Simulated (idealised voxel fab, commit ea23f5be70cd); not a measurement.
The name of this process module is voxel released beams.
Square cells of 5 nm make up the cross-section cut, whose width is 250 nm.
The cross-sections in this document take the form of a grid made of square cells. They are written out as bands, in order from top to bottom. Each band consists of one or more rows of cells.
Read a band's entry like this: the first values are the height of its top and the height of its bottom in nm, and what follows is the sequence of materials from left to right, each with its width in nm. Note that "empty" is empty space, and that a single material marked "all across" reaches across the band from edge to edge.
Height datum 0, below which the as-received substrate wafer is one material. Lowest band open at the bottom, running downward: "0 nm and below".
With a width like "30->40", each row of cells in the band differs from the next by the same amount, the top row carrying the first number and the bottom row the second.
The designation "remained unchanged", where it is given for a processing step, indicates that no cell of the cross-section was altered in the course of that step.
Entry "Listed closed voids". Content: empty spaces with no open connection to the top, size 8 cells or greater. Each: width x height at distance. Distance: from left edge. Unit: nm.
On a step's line, text after the settings is the simulator commenting on that step.
overlay nm: for a step with a mask, the amount by which the mask lay right of where it was planned; a negative amount means left of it.
PROCESS STEPS FORESEEN IN THE PLAN
1) RECEIVE,material Si
2) CONFORMAL_DEP,material SiN,thk nm 5
3) DIRECTIONAL_DEP,material SiO2,thk nm 10
4) PATTERN,tone open,mask id ANCHOR,material resist,width nm 25,thk nm 15,overlay nm 0
5) DIRECTIONAL_ETCH,etch materials SiO2,depth nm 10
6) STRIP,etch materials resist
7) CONFORMAL_DEP,material W,thk nm 10
8) DIRECTIONAL_DEP,material aC,thk nm 10
9) PATTERN,tone cover,mask id BEAM,material resist,width nm 70,thk nm 25,overlay nm 0
10) DIRECTIONAL_ETCH,etch materials aC,depth nm 10
11) STRIP,etch materials resist
12) DIRECTIONAL_ETCH,etch materials W,depth nm 10
13) STRIP,etch materials aC
14) STRIP,etch materials SiO2
SHOWN IN CROSS-SECTION IS THE WAFER AS RECEIVED, THAT IS, AS IT STANDS AFTER STEP 1
	0 nm and below: Si all across
	Listed closed voids: none
WHAT THE WAFER LOOKS LIKE IN CROSS-SECTION AFTER THIS MODULE, WHEN IT STARTS AS SHOWN ABOVE AND FOLLOWS THE PLAN ABOVE BUT ONE MISTAKE IS MADE IN RUNNING IT
	20 nm to 10 nm: empty 85->90, then W 10->5, then empty 15, then W 45->5, then empty 95->135
	10 nm to 5 nm: empty 90, then W 25, then empty 135
	5 nm to 0 nm: SiN all across
	0 nm and below: Si all across
	Listed closed voids: none
In executing the process, a mistake was made relative to the plan: step 7 was processed under conditions differing from the plan, specifically as CONFORMAL_DEP,material W,thk nm 5
